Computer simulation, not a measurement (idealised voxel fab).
The following is a process module called voxel gate over fins.
Xsec cut, 280 nm wide, square cell size 5 nm.
If you're reading a cross-section in this doc, picture square cells in a grid; it comes to you as bands, top ones listed first down to the bottom, and a band can be one or more rows of cells. Heights first: top, then bottom, in nm. Then materials, left to right, each with a width in nm. "everywhere" on a single material: fills the band edge to edge. "blank": empty space. A quick word on heights: they are counted from 0, and under that level the wafer as it came to us is one material throughout. The lowest band is different from the rest in having no bottom; it simply continues downward, written as in "0 -> down". Width: "30->40" (first number = top row, second number = bottom row, same change from row to row of cells). Take "stayed the same" at face value: in the step it is given for, the cross-section changed in none of its cells. Under "Sealed internal voids" you'll find the enclosed gaps, the ones with no way out to the top, that are 8 cells or bigger; each reads width x height at distance, with distance counted from the left edge, everything in nm. Formally, on a step line, whatever follows the settings is a remark that the simulator itself makes on the step. When a step includes a mask, the "overlay nm" setting on its line states how far to the right of its planned place that mask lay, and negative values state how far to the left.
Set out below are the planned steps of the process:
1,RECEIVE | material Si
2,CONFORMAL_DEP | material SiN | thk nm 5
3,PATTERN | tone cover | mask id FINS | material resist | width nm 15 | pitch nm 35 | thk nm 15 | overlay nm 0
4,DIRECTIONAL_ETCH | etch materials SiN | depth nm 5
5,DIRECTIONAL_ETCH | etch materials Si | depth nm 40
6,STRIP | etch materials resist
7,OXIDIZE | depth nm 5
8,FILL_DEP | material SiO2 | thk nm 15
9,CMP | height nm 5
10,SELECTIVE_ETCH | etch materials SiO2 | depth nm 15
11,STRIP | etch materials SiN
12,CONFORMAL_DEP | material HfO2 | thk nm 5
13,CONFORMAL_DEP | material TiN | thk nm 5
14,CONFORMAL_DEP | material TiAl | thk nm 5
15,CONFORMAL_DEP | material TiN | thk nm 5
16,FILL_DEP | material W | thk nm 10
17,CMP | height nm 25
18,CONFORMAL_DEP | material SiN | thk nm 10
Below: the first of two wafers, run as planned:
So this is the incoming wafer in cross-section - it's already been through step 1:
* 0 -> down: Si everywhere
* Sealed internal voids: none
State of the wafer after step 2, shown in cross-section:
* 5 -> 0: SiN everywhere
* Below 0 it's all the same as before, nothing changed down there.
State of the wafer after step 3, shown in cross-section:
* 20 -> 5: blank 95 nm | resist 15 nm | blank 20 nm | resist 15 nm | blank 20 nm | resist 15 nm | blank 100 nm
* Below 5 it's all the same as before, nothing changed down there.
State of the wafer after step 4, shown in cross-section:
* 20 -> 5: blank 95 nm | resist 15 nm | blank 20 nm | resist 15 nm | blank 20 nm | resist 15 nm | blank 100 nm
* 5 -> 0: blank 95 nm | SiN 15 nm | blank 20 nm | SiN 15 nm | blank 20 nm | SiN 15 nm | blank 100 nm
* Below 0 it's all the same as before, nothing changed down there.
State of the wafer after step 5, shown in cross-section:
* 20 -> 5: blank 95 nm | resist 15 nm | blank 20 nm | resist 15 nm | blank 20 nm | resist 15 nm | blank 100 nm
* 5 -> 0: blank 95 nm | SiN 15 nm | blank 20 nm | SiN 15 nm | blank 20 nm | SiN 15 nm | blank 100 nm
* 0 -> -40: blank 95 nm | Si 15 nm | blank 20 nm | Si 15 nm | blank 20 nm | Si 15 nm | blank 100 nm
* Below -40 it's all the same as before, nothing changed down there.
State of the wafer after step 6, shown in cross-section:
* 5 -> 0: blank 95 nm | SiN 15 nm | blank 20 nm | SiN 15 nm | blank 20 nm | SiN 15 nm | blank 100 nm
* Below 0 it's all the same as before, nothing changed down there.
State of the wafer after step 7, shown in cross-section:
* 5 -> 0: blank 95 nm | SiN 15 nm | blank 20 nm | SiN 15 nm | blank 20 nm | SiN 15 nm | blank 100 nm
* 0 -> -40: blank 95 nm | SiO2 5 nm | Si 5 nm | SiO2 5 nm | blank 20 nm | SiO2 5 nm | Si 5 nm | SiO2 5 nm | blank 20 nm | SiO2 5 nm | Si 5 nm | SiO2 5 nm | blank 100 nm
* -40 -> -45: SiO2 100 nm | Si 5 nm | SiO2 30 nm | Si 5 nm | SiO2 30 nm | Si 5 nm | SiO2 105 nm
* Below -45 it's all the same as before, nothing changed down there.
State of the wafer after step 8, shown in cross-section:
* 20 -> 5: SiO2 everywhere
* 5 -> 0: SiO2 95 nm | SiN 15 nm | SiO2 20 nm | SiN 15 nm | SiO2 20 nm | SiN 15 nm | SiO2 100 nm
* 0 -> -45: SiO2 100 nm | Si 5 nm | SiO2 30 nm | Si 5 nm | SiO2 30 nm | Si 5 nm | SiO2 105 nm
* Below -45 it's all the same as before, nothing changed down there.
State of the wafer after step 9, shown in cross-section:
* 5 -> 0: SiO2 95 nm | SiN 15 nm | SiO2 20 nm | SiN 15 nm | SiO2 20 nm | SiN 15 nm | SiO2 100 nm
* Below 0 it's all the same as before, nothing changed down there.
State of the wafer after step 10, shown in cross-section:
* 5 -> 0: blank 95 nm | SiN 15 nm | blank 20 nm | SiN 15 nm | blank 20 nm | SiN 15 nm | blank 100 nm
* 0 -> -10: blank 100 nm | Si 5 nm | blank 30 nm | Si 5 nm | blank 30 nm | Si 5 nm | blank 105 nm
* Below -10 it's all the same as before, nothing changed down there.
State of the wafer after step 11, shown in cross-section:
* 0 -> -10: blank 100 nm | Si 5 nm | blank 30 nm | Si 5 nm | blank 30 nm | Si 5 nm | blank 105 nm
* Below -10 it's all the same as before, nothing changed down there.
State of the wafer after step 12, shown in cross-section:
* 5 -> 0: blank 95 nm | HfO2 15 nm | blank 20 nm | HfO2 15 nm | blank 20 nm | HfO2 15 nm | blank 100 nm
* 0 -> -5: blank 95 nm | HfO2 5 nm | Si 5 nm | HfO2 5 nm | blank 20 nm | HfO2 5 nm | Si 5 nm | HfO2 5 nm | blank 20 nm | HfO2 5 nm | Si 5 nm | HfO2 5 nm | blank 100 nm
* -5 -> -10: HfO2 100 nm | Si 5 nm | HfO2 30 nm | Si 5 nm | HfO2 30 nm | Si 5 nm | HfO2 105 nm
* Below -10 it's all the same as before, nothing changed down there.
State of the wafer after step 13, shown in cross-section:
* 10 -> 5: blank 90 nm | TiN 25 nm | blank 10 nm | TiN 25 nm | blank 10 nm | TiN 25 nm | blank 95 nm
* 5 -> 0: blank 90 nm | TiN 5 nm | HfO2 15 nm | TiN 5 nm | blank 10 nm | TiN 5 nm | HfO2 15 nm | TiN 5 nm | blank 10 nm | TiN 5 nm | HfO2 15 nm | TiN 5 nm | blank 95 nm
* 0 -> -5: TiN 95 nm | HfO2 5 nm | Si 5 nm | HfO2 5 nm | TiN 20 nm | HfO2 5 nm | Si 5 nm | HfO2 5 nm | TiN 20 nm | HfO2 5 nm | Si 5 nm | HfO2 5 nm | TiN 100 nm
* Below -5 it's all the same as before, nothing changed down there.
State of the wafer after step 14, shown in cross-section:
* 15 -> 10: blank 85 nm | TiAl 105 nm | blank 90 nm
* 10 -> 5: blank 85 nm | TiAl 5 nm | TiN 25 nm | TiAl 10 nm | TiN 25 nm | TiAl 10 nm | TiN 25 nm | TiAl 5 nm | blank 90 nm
* 5 -> 0: TiAl 90 nm | TiN 5 nm | HfO2 15 nm | TiN 5 nm | TiAl 10 nm | TiN 5 nm | HfO2 15 nm | TiN 5 nm | TiAl 10 nm | TiN 5 nm | HfO2 15 nm | TiN 5 nm | TiAl 95 nm
* Below 0 it's all the same as before, nothing changed down there.
State of the wafer after step 15, shown in cross-section:
* 20 -> 15: blank 80 nm | TiN 115 nm | blank 85 nm
* 15 -> 10: blank 80 nm | TiN 5 nm | TiAl 105 nm | TiN 5 nm | blank 85 nm
* 10 -> 5: TiN 85 nm | TiAl 5 nm | TiN 25 nm | TiAl 10 nm | TiN 25 nm | TiAl 10 nm | TiN 25 nm | TiAl 5 nm | TiN 90 nm
* Below 5 it's all the same as before, nothing changed down there.
State of the wafer after step 16, shown in cross-section:
* 30 -> 20: W everywhere
* 20 -> 15: W 80 nm | TiN 115 nm | W 85 nm
* 15 -> 10: W 80 nm | TiN 5 nm | TiAl 105 nm | TiN 5 nm | W 85 nm
* Below 10 it's all the same as before, nothing changed down there.
State of the wafer after step 17, shown in cross-section:
* 25 -> 20: W everywhere
* Below 20 it's all the same as before, nothing changed down there.
State of the wafer after step 18, shown in cross-section:
* 35 -> 25: SiN everywhere
* Below 25 it's all the same as before, nothing changed down there.
Second Wafer (Identical Start and Plan, One Processing Error; Matches First Wafer Through Step 13):
Cross-section of the second wafer corresponding to the planned conclusion of step 14: stayed the same
Cross-section of the second wafer corresponding to the planned conclusion of step 15:
* 15 -> 5: blank 85 nm | TiN 105 nm | blank 90 nm
* 5 -> 0: TiN 95 nm | HfO2 15 nm | TiN 20 nm | HfO2 15 nm | TiN 20 nm | HfO2 15 nm | TiN 100 nm
* Below 0 it's all the same as before, nothing changed down there.
Cross-section of the second wafer corresponding to the planned conclusion of step 16:
* 25 -> 15: W everywhere
* 15 -> 5: W 85 nm | TiN 105 nm | W 90 nm
* Below 5 it's all the same as before, nothing changed down there.
Cross-section of the second wafer corresponding to the planned conclusion of step 17: stayed the same
Cross-section of the second wafer corresponding to the planned conclusion of step 18:
* 35 -> 25: SiN everywhere
* Below 25 it's all the same as before, nothing changed down there.
It is concluded that the wafer was processed incorrectly with respect to the plan, in that plan step 14 was not performed, having been skipped
Heads up, by the end the second wafer has more or fewer cells of some materials compared to the first: TiAl: 68 fewer, TiN: 8 more, W: 60 more
